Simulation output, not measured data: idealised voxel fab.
Proc. module: voxel double patterning
For reference, the cross-section in this document is cut, with width 230 nm and square cells of 5 nm.
A cross-section in this document is a grid of square cells, and it is written down as bands, the top band listed before the ones below it; a band is made up of one or more rows of cells. First you get the band's top height and its bottom height, in nm, and then the materials it's made of, left to right, with each width in nm. If you see a single material with "all across", that one covers the band edge to edge. "blank" is empty space. Heights are reckoned from 0. Under this level, the received wafer is all of one material. The bottommost band is open-ended downward, for example "0 and below". A two-number width, for instance "30 to 40", indicates that the width is equal to the first number in the top row of the band and to the second number in the bottom row, and that it changes by a constant amount per row of cells. Given "nothing was modified" for a step, no cell of the cross-section differs between before and after that step. Empty spaces without an open route to the top, at least 8 cells in extent, make up the entry "Closed void register"; each is given as width x height at distance, where the distance is measured from the left edge, and all are in nm. Anything after a step's settings on that line? It's the simulator's own note about the step. "overlay nm" on a masked step: distance the mask lay right of its planned place, negative for left.

Process steps - plan
1: RECEIVE | material Si
2: CONFORMAL_DEP | material SiN | thk nm 5
3: DIRECTIONAL_DEP | material SiO2 | thk nm 15
4: DIRECTIONAL_DEP | material SiCN | thk nm 10
5: PATTERN | tone open | mask id FIRST | material resist | width nm 15 | pitch nm 50 | thk nm 15 | overlay nm 0
6: DIRECTIONAL_ETCH | etch materials SiCN | depth nm 10
7: STRIP | etch materials resist
8: PATTERN | tone open | mask id SECOND | material resist | width nm 15 | pitch nm 50 | thk nm 20 | overlay nm 0
9: DIRECTIONAL_ETCH | etch materials SiCN | depth nm 10
10: STRIP | etch materials resist
11: DIRECTIONAL_ETCH | etch materials SiO2 | depth nm 15
12: STRIP | etch materials SiCN

As-received state of the wafer in cross-section, equivalent to post-step 1
    0 and below = Si all across
    Closed void register: none

Result of the module, cross-sectioned: start per above, plan per above, one error in how it was run
    15 down to 0 = SiO2 (55), blank (15), SiO2 (10), blank (15), SiO2 (10), blank (15), SiO2 (10), blank (15), SiO2 (10), blank (15), SiO2 (60)
    0 and below = Si all across
    Closed void register: none
Where did the run depart from the plan? it should be noted that step 2 of the plan was omitted and was not performed
